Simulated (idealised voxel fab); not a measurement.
process module | voxel lift off
cross-section cut | 195 nm wide | cells 5 nm
A cross-section is a grid of square cells, given in bands from the top down. A band is one or more rows of cells.
Each band's line starts with the height of the band's top and of its bottom, in nm. Then come its materials from left to right, each with its width in nm. One material with "throughout" fills the band from edge to edge. "air" is empty space.
Height 0 is the level under which the wafer as received is all one material. The lowest band goes on downwards, as in "0 down".
A width such as "30 to 40" changes by the same amount from each row of cells to the next, from the band's top row to its bottom row.
"no change" after a step means that no cell of the cross-section changed.
closed voids: empty space of 8 cells or more with no open way to the top, each as width x height at its distance from the left edge, in nm
after a step's settings: what the simulator itself notes on the step
overlay nm, on a step with a mask: how far to the right of its planned place the mask lay; to the left if negative
plan
1 op RECEIVE | material Si
2 op CONFORMAL_DEP | material Al2O3 | thk nm 15
3 op PATTERN | tone open | mask id LINES | material resist | width nm 15 | pitch nm 45 | thk nm 30 | overlay nm 0
4 op DIRECTIONAL_DEP | material Ru | thk nm 15
5 op STRIP | etch materials resist
6 op CONFORMAL_DEP | material SiN | thk nm 5
as received, after step 1
  0 down: Si throughout
  closed voids: none
first wafer at the end, as planned
  35 to 30: air 15 | SiN 25 | air 20 | SiN 25 | air 20 | SiN 25 | air 20 | SiN 25 | air 20
  30 to 20: air 15 | SiN 5 | Ru 15 | SiN 5 | air 20 | SiN 5 | Ru 15 | SiN 5 | air 20 | SiN 5 | Ru 15 | SiN 5 | air 20 | SiN 5 | Ru 15 | SiN 5 | air 20
  20 to 15: SiN 20 | Ru 15 | SiN 30 | Ru 15 | SiN 30 | Ru 15 | SiN 30 | Ru 15 | SiN 25
  15 to 0: Al2O3 throughout
  0 down: Si throughout
  closed voids: none
second wafer at the end: like start, like plan, one mistake
  35 to 30: air 15 | SiN 30 | air 15 | SiN 30 | air 15 | SiN 30 | air 15 | SiN 30 | air 15
  30 to 20: air 15 | SiN 5 | Ru 20 | SiN 5 | air 15 | SiN 5 | Ru 20 | SiN 5 | air 15 | SiN 5 | Ru 20 | SiN 5 | air 15 | SiN 5 | Ru 20 | SiN 5 | air 15
  20 to 15: SiN 20 | Ru 20 | SiN 25 | Ru 20 | SiN 25 | Ru 20 | SiN 25 | Ru 20 | SiN 20
  15 to 0: Al2O3 throughout
  0 down: Si throughout
  closed voids: none
what went wrong: step 3 ran as: op PATTERN | tone open | mask id LINES | material resist | width nm 20 | pitch nm 45 | thk nm 30 | overlay nm 0
at the end the second wafer has, in cells: 12 more of Ru
